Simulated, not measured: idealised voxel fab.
process module | voxel released beams
cross-section cut | 255 nm wide | cells 5 nm
A cross-section is a grid of square cells, given in bands from the top down. A band is one or more rows of cells.
Each band's line starts with the height of the band's top and of its bottom, in nm. Then come its materials from left to right, each with its width in nm. One material with "throughout" fills the band from edge to edge. "air" is empty space.
Height 0 is the level under which the wafer as received is all one material. The lowest band goes on downwards, as in "0 down".
A width such as "30 to 40" changes by the same amount from each row of cells to the next, from the band's top row to its bottom row.
"no change" after a step means that no cell of the cross-section changed.
closed voids: empty space of 8 cells or more with no open way to the top, each as width x height at its distance from the left edge, in nm
after a step's settings: what the simulator itself notes on the step
overlay nm, on a step with a mask: how far to the right of its planned place the mask lay; to the left if negative
plan
1 op RECEIVE | material Si
2 op CONFORMAL_DEP | material SiN | thk nm 10
3 op DIRECTIONAL_DEP | material SiO2 | thk nm 15
4 op DIRECTIONAL_DEP | material aC | thk nm 15
5 op PATTERN | tone open | mask id ANCHOR | material resist | width nm 45 | thk nm 30 | overlay nm 0
6 op DIRECTIONAL_ETCH | etch materials aC | depth nm 15
7 op STRIP | etch materials resist
8 op DIRECTIONAL_ETCH | etch materials SiO2 | depth nm 15
9 op STRIP | etch materials aC
10 op CONFORMAL_DEP | material TiN | thk nm 15
11 op MASKED_ETCH | tone cover | mask id BEAM | width nm 95 | etch materials TiN | depth nm 15 | overlay nm 0
12 op STRIP | etch materials SiO2
first wafer, as planned
as received, after step 1
  0 down: Si throughout
  closed voids: none
after step 2
  10 to 0: SiN throughout
  below 0: unchanged
after step 3
  25 to 10: SiO2 throughout
  below 10: unchanged
after step 4
  40 to 25: aC throughout
  below 25: unchanged
after step 5
  70 to 40: resist 80 | air 45 | resist 130
  below 40: unchanged
after step 6
  55 to 40: resist 80 | air 45 | resist 130
  40 to 25: aC 80 | air 45 | aC 130
  below 25: unchanged
after step 7
  40 to 25: aC 80 | air 45 | aC 130
  below 25: unchanged
after step 8
  40 to 25: aC 80 | air 45 | aC 130
  25 to 10: SiO2 80 | air 45 | SiO2 130
  below 10: unchanged
after step 9
  25 to 10: SiO2 80 | air 45 | SiO2 130
  below 10: unchanged
after step 10
  40 to 25: TiN 95 | air 15 | TiN 145
  25 to 10: SiO2 80 | TiN 45 | SiO2 130
  below 10: unchanged
after step 11
  40 to 25: air 75 | TiN 20 | air 15 | TiN 60 | air 85
  below 25: unchanged
after step 12
  40 to 25: air 75 | TiN 20 | air 15 | TiN 60 | air 85
  25 to 10: air 80 | TiN 45 | air 130
  below 10: unchanged
second wafer: like start, like plan, one mistake. Through step 1 it matches the first wafer
when step 2 should have ended
  15 to 0: SiO2 throughout
  below 0: unchanged
when step 3 should have ended
  25 to 15: SiN throughout
  below 15: unchanged
when step 4 should have ended
  40 to 25: aC throughout
  below 25: unchanged
when step 5 should have ended
  70 to 40: resist 80 | air 45 | resist 130
  below 40: unchanged
when step 6 should have ended
  55 to 40: resist 80 | air 45 | resist 130
  40 to 25: aC 80 | air 45 | aC 130
  below 25: unchanged
when step 7 should have ended
  40 to 25: aC 80 | air 45 | aC 130
  below 25: unchanged
when step 8 should have ended: no change
when step 9 should have ended
  25 to 15: SiN throughout
  below 15: unchanged
when step 10 should have ended
  40 to 25: TiN throughout
  below 25: unchanged
when step 11 should have ended
  40 to 25: air 75 | TiN 95 | air 85
  below 25: unchanged
when step 12 should have ended: no change
what went wrong: steps 2 and 3 were swapped
at the end the second wafer has, in cells: 153 more of SiO2 | 18 fewer of TiN
